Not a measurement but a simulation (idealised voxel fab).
The process module that follows is named voxel trench capacitor.
In the cross-section labelled cut, the width is 245 nm and each square cell is 5 nm.
Cross-section = grid of square cells, listed top down in bands; band = one or more rows. Band: top and bottom heights (nm) first, top before bottom; then materials from left to right, widths in nm. "edge to edge" marks a sole material filling the band edge to edge. "blank" denotes empty space. Ref level 0: as-received wafer is one material below here. Bottom band extends down with no lower bound ("z 0 and below"). The two numbers in a width such as "30 to 40" mark its ends across the band: the first belongs to the top row of cells, the second to the bottom row, and from each row to the next the width moves by the same amount. "nothing different" after a step means that no cell of the cross-section changed. Closed cavities: empty space of 8 cells or more with no open way to the top, each as width x height at its distance from the left edge, in nm. What comes after the settings on a step's line is commentary from the simulator itself on that step. What "overlay nm" on a step's line means: if the step has a mask, that mask lay this far to the right of its planned place, or, when the value is negative, to the left.

# Planned step list for the process
1. RECEIVE | material Si
2. CONFORMAL_DEP | material SiN | thk nm 5
3. PATTERN | tone open | mask id TRENCH | material resist | width nm 30 | pitch nm 45 | thk nm 15 | overlay nm 0
4. DIRECTIONAL_ETCH | etch materials SiN | depth nm 5
5. DIRECTIONAL_ETCH | etch materials Si | depth nm 40
6. STRIP | etch materials resist
7. CONFORMAL_DEP | material HfO2 | thk nm 5
8. CONFORMAL_DEP | material TiN | thk nm 5
9. FILL_DEP | material W | thk nm 5
10. CMP | height nm 5

# As received (post step 1): cross-section
    z 0 and below  Si edge to edge
    Closed cavities: none

# What the wafer looks like in cross-section after this module, when it starts as shown above and follows the plan above but one mistake is made in running it
    z 20 to 15  W edge to edge
    z 15 to 10  50 TiN / 10 W / 35 TiN / 10 W / 35 TiN / 10 W / 35 TiN / 10 W / 50 TiN
    z 10 to 5  45 HfO2 / 5 TiN / 10 W / 5 TiN / 25 HfO2 / 5 TiN / 10 W / 5 TiN / 25 HfO2 / 5 TiN / 10 W / 5 TiN / 25 HfO2 / 5 TiN / 10 W / 5 TiN / 45 HfO2
    z 5 to 0  40 SiN / 5 HfO2 / 5 TiN / 10 W / 5 TiN / 5 HfO2 / 15 SiN / 5 HfO2 / 5 TiN / 10 W / 5 TiN / 5 HfO2 / 15 SiN / 5 HfO2 / 5 TiN / 10 W / 5 TiN / 5 HfO2 / 15 SiN / 5 HfO2 / 5 TiN / 10 W / 5 TiN / 5 HfO2 / 40 SiN
    z 0 to -30  40 Si / 5 HfO2 / 5 TiN / 10 W / 5 TiN / 5 HfO2 / 15 Si / 5 HfO2 / 5 TiN / 10 W / 5 TiN / 5 HfO2 / 15 Si / 5 HfO2 / 5 TiN / 10 W / 5 TiN / 5 HfO2 / 15 Si / 5 HfO2 / 5 TiN / 10 W / 5 TiN / 5 HfO2 / 40 Si
    z -30 to -35  40 Si / 5 HfO2 / 20 TiN / 5 HfO2 / 15 Si / 5 HfO2 / 20 TiN / 5 HfO2 / 15 Si / 5 HfO2 / 20 TiN / 5 HfO2 / 15 Si / 5 HfO2 / 20 TiN / 5 HfO2 / 40 Si
    z -35 to -40  40 Si / 30 HfO2 / 15 Si / 30 HfO2 / 15 Si / 30 HfO2 / 15 Si / 30 HfO2 / 40 Si
    z -40 and below  Si edge to edge
    Closed cavities: none
Run error: execution of step 10 of the plan did not take place, the step having been omitted
